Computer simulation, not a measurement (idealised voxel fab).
Process module, titled voxel ribs on slabs
The figure presents cross-section cut, which has a width of 140 nm and is divided into square cells with an edge length of 5 nm.
We lay out every cross-section as a grid of square cells and spell it out in bands from the top down, where one band means one or more rows of cells. Top, bottom (nm), then materials left to right with widths (nm); lone material tagged "everywhere" fills the whole band edge to edge; "air" = empty space. Convention: height 0 is the level below which the wafer, as received, is all one material. The lowest band does not terminate at the bottom but continues downward, represented as "0 and below". Per-row width for "30 to 40": begins at first number (top row of band), ends at second number (bottom row), increment between rows held constant. It should be understood that the words "remained the same", when stated for a given step, signify that the cross-section underwent no change in any of its cells during that step. "Closed void roster" contains a list of empty spaces, each no smaller than 8 cells and without an open way to the top, written in the form width x height at distance with the distance from the left edge and all three in nm. Heads up: the bit after the settings on a step's line is the simulator's remark on that step. "overlay nm" on a masked step: distance the mask lay right of its planned place, negative for left.

Steps planned for the process:
| 1 | RECEIVE | material Si |
| 2 | DIRECTIONAL_DEP | material SiO2 | thk nm 30 |
| 3 | DIRECTIONAL_DEP | material polySi | thk nm 15 |
| 4 | DIRECTIONAL_DEP | material aC | thk nm 10 |
| 5 | PATTERN | tone cover | mask id RIB | material resist | width nm 20 | thk nm 30 | overlay nm 0 |
| 6 | DIRECTIONAL_ETCH | etch materials aC | depth nm 10 |
| 7 | STRIP | etch materials resist |
| 8 | DIRECTIONAL_ETCH | etch materials polySi | depth nm 5 |
| 9 | STRIP | etch materials aC |
| 10 | MASKED_ETCH | tone cover | mask id SLAB | width nm 60 | etch materials polySi | depth nm 10 | overlay nm 0 |
| 11 | FILL_DEP | material SiO2 | thk nm 25 |
| 12 | CMP | height nm 65 |
| 13 | DIRECTIONAL_DEP | material TiN | thk nm 5 |
| 14 | DIRECTIONAL_DEP | material aC | thk nm 15 |
| 15 | PATTERN | tone cover | mask id HEATER | material resist | width nm 30 | thk nm 30 | overlay nm 0 |
| 16 | DIRECTIONAL_ETCH | etch materials aC | depth nm 15 |
| 17 | STRIP | etch materials resist |
| 18 | DIRECTIONAL_ETCH | etch materials TiN | depth nm 5 |
| 19 | STRIP | etch materials aC |
| 20 | CONFORMAL_DEP | material SiO2 | thk nm 5 |

The first of two wafers, run as planned:

Cross-section of the wafer at receipt, which is the condition after step 1:
	0 and below | Si everywhere
	Closed void roster: none

Sectional view: wafer, after step 2:
	30 down to 0 | SiO2 everywhere
	Under 0: no change, same as before.

Sectional view: wafer, after step 3:
	45 down to 30 | polySi everywhere
	Under 30: no change, same as before.

Sectional view: wafer, after step 4:
	55 down to 45 | aC everywhere
	Under 45: no change, same as before.

Sectional view: wafer, after step 5:
	85 down to 55 | air: 60; resist: 20; air: 60
	Under 55: no change, same as before.

Sectional view: wafer, after step 6:
	75 down to 55 | air: 60; resist: 20; air: 60
	55 down to 45 | air: 60; aC: 20; air: 60
	Under 45: no change, same as before.

Sectional view: wafer, after step 7:
	55 down to 45 | air: 60; aC: 20; air: 60
	Under 45: no change, same as before.

Sectional view: wafer, after step 8:
	55 down to 45 | air: 60; aC: 20; air: 60
	45 down to 40 | air: 60; polySi: 20; air: 60
	Under 40: no change, same as before.

Sectional view: wafer, after step 9:
	45 down to 40 | air: 60; polySi: 20; air: 60
	Under 40: no change, same as before.

Sectional view: wafer, after step 10:
	45 down to 40 | air: 60; polySi: 20; air: 60
	40 down to 30 | air: 40; polySi: 60; air: 40
	Under 30: no change, same as before.

Sectional view: wafer, after step 11:
	70 down to 45 | SiO2 everywhere
	45 down to 40 | SiO2: 60; polySi: 20; SiO2: 60
	40 down to 30 | SiO2: 40; polySi: 60; SiO2: 40
	Under 30: no change, same as before.

Sectional view: wafer, after step 12:
	65 down to 45 | SiO2 everywhere
	Under 45: no change, same as before.

Sectional view: wafer, after step 13:
	70 down to 65 | TiN everywhere
	Under 65: no change, same as before.

Sectional view: wafer, after step 14:
	85 down to 70 | aC everywhere
	Under 70: no change, same as before.

Sectional view: wafer, after step 15:
	115 down to 85 | air: 55; resist: 30; air: 55
	Under 85: no change, same as before.

Sectional view: wafer, after step 16:
	100 down to 85 | air: 55; resist: 30; air: 55
	85 down to 70 | air: 55; aC: 30; air: 55
	Under 70: no change, same as before.

Sectional view: wafer, after step 17:
	85 down to 70 | air: 55; aC: 30; air: 55
	Under 70: no change, same as before.

Sectional view: wafer, after step 18:
	85 down to 70 | air: 55; aC: 30; air: 55
	70 down to 65 | air: 55; TiN: 30; air: 55
	Under 65: no change, same as before.

Sectional view: wafer, after step 19:
	70 down to 65 | air: 55; TiN: 30; air: 55
	Under 65: no change, same as before.

Sectional view: wafer, after step 20:
	75 down to 70 | air: 50; SiO2: 40; air: 50
	70 down to 65 | SiO2: 55; TiN: 30; SiO2: 55
	Under 65: no change, same as before.

The remaining wafer, second of the two, started like the first and was run to the same plan, except that one mistake was made along the way; the two coincide through step 9, inclusive:

Cross-section, second wafer, at the end time the plan gives for step 10:
	45 down to 40 | air: 60; polySi: 20; air: 60
	40 down to 30 | air: 45; polySi: 55; air: 40
	Under 30: no change, same as before.

Cross-section, second wafer, at the end time the plan gives for step 11:
	70 down to 45 | SiO2 everywhere
	45 down to 40 | SiO2: 60; polySi: 20; SiO2: 60
	40 down to 30 | SiO2: 45; polySi: 55; SiO2: 40
	Under 30: no change, same as before.

Cross-section, second wafer, at the end time the plan gives for step 12:
	65 down to 45 | SiO2 everywhere
	Under 45: no change, same as before.

Cross-section, second wafer, at the end time the plan gives for step 13:
	70 down to 65 | TiN everywhere
	Under 65: no change, same as before.

Cross-section, second wafer, at the end time the plan gives for step 14:
	85 down to 70 | aC everywhere
	Under 70: no change, same as before.

Cross-section, second wafer, at the end time the plan gives for step 15:
	115 down to 85 | air: 55; resist: 30; air: 55
	Under 85: no change, same as before.

Cross-section, second wafer, at the end time the plan gives for step 16:
	100 down to 85 | air: 55; resist: 30; air: 55
	85 down to 70 | air: 55; aC: 30; air: 55
	Under 70: no change, same as before.

Cross-section, second wafer, at the end time the plan gives for step 17:
	85 down to 70 | air: 55; aC: 30; air: 55
	Under 70: no change, same as before.

Cross-section, second wafer, at the end time the plan gives for step 18:
	85 down to 70 | air: 55; aC: 30; air: 55
	70 down to 65 | air: 55; TiN: 30; air: 55
	Under 65: no change, same as before.

Cross-section, second wafer, at the end time the plan gives for step 19:
	70 down to 65 | air: 55; TiN: 30; air: 55
	Under 65: no change, same as before.

Cross-section, second wafer, at the end time the plan gives for step 20:
	75 down to 70 | air: 50; SiO2: 40; air: 50
	70 down to 65 | SiO2: 55; TiN: 30; SiO2: 55
	Under 65: no change, same as before.
In executing the process, a mistake was made relative to the plan: planned and actual differ for step 10; actual: MASKED_ETCH | tone cover | mask id SLAB | width nm 55 | etch materials polySi | depth nm 10 | overlay nm 0
Final tally in cells, some materials are higher or lower on the second wafer than on the first: 2 more of SiO2 | 2 fewer of polySi
